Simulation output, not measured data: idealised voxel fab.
process module | voxel transistor to metal
cross-section cut | 140 nm wide | cells 5 nm
A cross-section is a grid of square cells, given in bands from the top down. A band is one or more rows of cells.
Each band's line starts with the height of the band's top and of its bottom, in nm. Then come its materials from left to right, each with its width in nm. One material with "throughout" fills the band from edge to edge. "air" is empty space.
Height 0 is the level under which the wafer as received is all one material. The lowest band goes on downwards, as in "0 down".
A width such as "30 to 40" changes by the same amount from each row of cells to the next, from the band's top row to its bottom row.
"no change" after a step means that no cell of the cross-section changed.
closed voids: empty space of 8 cells or more with no open way to the top, each as width x height at its distance from the left edge, in nm
after a step's settings: what the simulator itself notes on the step
overlay nm, on a step with a mask: how far to the right of its planned place the mask lay; to the left if negative
plan
1 op RECEIVE | material Si
2 op OXIDIZE | depth nm 5
3 op CONFORMAL_DEP | material SiN | thk nm 15
4 op PATTERN | tone cover | mask id ACTIVE | material resist | width nm 100 | thk nm 15 | overlay nm 0
5 op DIRECTIONAL_ETCH | etch materials SiN | depth nm 15
6 op DIRECTIONAL_ETCH | etch materials SiO2 | depth nm 5
7 op DIRECTIONAL_ETCH | etch materials Si | depth nm 30
8 op STRIP | etch materials resist
9 op OXIDIZE | depth nm 5
10 op FILL_DEP | material SiO2 | thk nm 10
11 op CMP | height nm 15
12 op SELECTIVE_ETCH | etch materials SiO2 | depth nm 5
13 op STRIP | etch materials SiN
14 op SELECTIVE_ETCH | etch materials SiO2 | depth nm 5
15 op OXIDIZE | depth nm 5
16 op DIRECTIONAL_DEP | material polySi | thk nm 20
17 op DIRECTIONAL_DEP | material SiCN | thk nm 15
18 op DIRECTIONAL_DEP | material aC | thk nm 15
19 op PATTERN | tone cover | mask id GATE | material resist | width nm 20 | thk nm 35 | overlay nm 0
20 op DIRECTIONAL_ETCH | etch materials aC | depth nm 15
21 op STRIP | etch materials resist
22 op DIRECTIONAL_ETCH | etch materials SiCN | depth nm 25
23 op DIRECTIONAL_ETCH | etch materials polySi | depth nm 30
24 op STRIP | etch materials aC
25 op CONFORMAL_DEP | material SiN | thk nm 10
26 op DIRECTIONAL_ETCH | etch materials SiN | depth nm 10
27 op DIRECTIONAL_ETCH | etch materials SiO2 | depth nm 5
28 op DIRECTIONAL_ETCH | etch materials Si | depth nm 15
29 op EPI | material nSi | thk nm 15
30 op FILL_DEP | material SiO2 | thk nm 10
31 op CMP | height nm 30
32 op DIRECTIONAL_DEP | material SiO2 | thk nm 10
33 op DIRECTIONAL_DEP | material aC | thk nm 15
34 op PATTERN | tone open | mask id CONTACT | material resist | width nm 25 | pitch nm 55 | thk nm 35 | overlay nm 0
35 op DIRECTIONAL_ETCH | etch materials aC | depth nm 15
36 op STRIP | etch materials resist
37 op DIRECTIONAL_ETCH | etch materials SiO2 | depth nm 50
38 op STRIP | etch materials aC
39 op CONFORMAL_DEP | material TiN | thk nm 5
40 op FILL_DEP | material W | thk nm 10
41 op CMP | height nm 40
42 op CONFORMAL_DEP | material SiN | thk nm 5
43 op DIRECTIONAL_DEP | material SiO2 | thk nm 25
44 op MASKED_ETCH | tone open | mask id METAL_1 | width nm 15 | pitch nm 65 | etch materials SiO2 | depth nm 25 | overlay nm 0
45 op MASKED_ETCH | tone open | mask id METAL_1 | width nm 15 | pitch nm 65 | etch materials SiN | depth nm 5 | overlay nm 0
46 op CONFORMAL_DEP | material TiN | thk nm 5
47 op FILL_DEP | material Ru | thk nm 10
48 op CMP | height nm 70
49 op CONFORMAL_DEP | material SiCN | thk nm 5
50 op DIRECTIONAL_DEP | material lowk | thk nm 25
51 op PATTERN | tone open | mask id METAL_2 | material resist | width nm 15 | pitch nm 65 | thk nm 15 | overlay nm 0
52 op DIRECTIONAL_ETCH | etch materials lowk | depth nm 15
53 op STRIP | etch materials resist
54 op PATTERN | tone open | mask id METAL_2_HOLES | material resist | width nm 15 | pitch nm 65 | thk nm 20 | overlay nm 0
55 op DIRECTIONAL_ETCH | etch materials lowk | depth nm 10
56 op DIRECTIONAL_ETCH | etch materials SiCN | depth nm 5
57 op STRIP | etch materials resist
58 op CONFORMAL_DEP | material TiN | thk nm 5
59 op FILL_DEP | material Cu | thk nm 10
60 op CMP | height nm 100
61 op CONFORMAL_DEP | material SiN | thk nm 5
as received, after step 1
  0 down: Si throughout
  closed voids: none
a wafer at the end: this start, this plan, one mistake
  105 to 100: SiN throughout
  100 to 75: lowk 30 | TiN 5 | Cu 5 | TiN 5 | lowk 50 | TiN 5 | Cu 5 | TiN 5 | lowk 30
  75 to 70: SiCN 30 | TiN 15 | SiCN 50 | TiN 15 | SiCN 30
  70 to 45: SiO2 30 | TiN 5 | Ru 5 | TiN 5 | SiO2 50 | TiN 5 | Ru 5 | TiN 5 | SiO2 30
  45 to 40: SiN 30 | TiN 15 | SiN 50 | TiN 15 | SiN 30
  40 to 30: SiO2 30 | TiN 5 | W 15 to 10 | TiN 5 to 10 | SiO2 30 | TiN 5 to 10 | W 15 to 10 | TiN 5 | SiO2 30
  30 to 15: SiO2 30 | TiN 5 | W 10 | TiN 5 | SiN 10 | SiCN 20 | SiN 10 | TiN 5 | W 10 | TiN 5 | SiO2 30
  15 to 10: SiO2 30 | TiN 5 | W 10 | TiN 5 | SiN 10 | polySi 20 | SiN 10 | TiN 5 | W 10 | TiN 5 | SiO2 30
  10 to 5: SiO2 30 | TiN 20 | SiN 10 | polySi 20 | SiN 10 | TiN 20 | SiO2 30
  5 to -5: SiO2 15 | SiN 10 | SiO2 5 | TiN 5 | nSi 15 | SiN 10 | polySi 20 | SiN 10 | nSi 15 | TiN 5 | SiO2 5 | SiN 10 | SiO2 15
  -5 to -10: SiO2 30 | TiN 5 | nSi 15 | SiO2 40 | nSi 15 | TiN 5 | SiO2 30
  -10 to -25: SiO2 35 | nSi 15 | Si 40 | nSi 15 | SiO2 35
  -25 to -50: SiO2 35 | Si 70 | SiO2 35
  -50 down: Si throughout
  closed voids: none
what went wrong: step 9 ran as: op OXIDIZE | depth nm 15
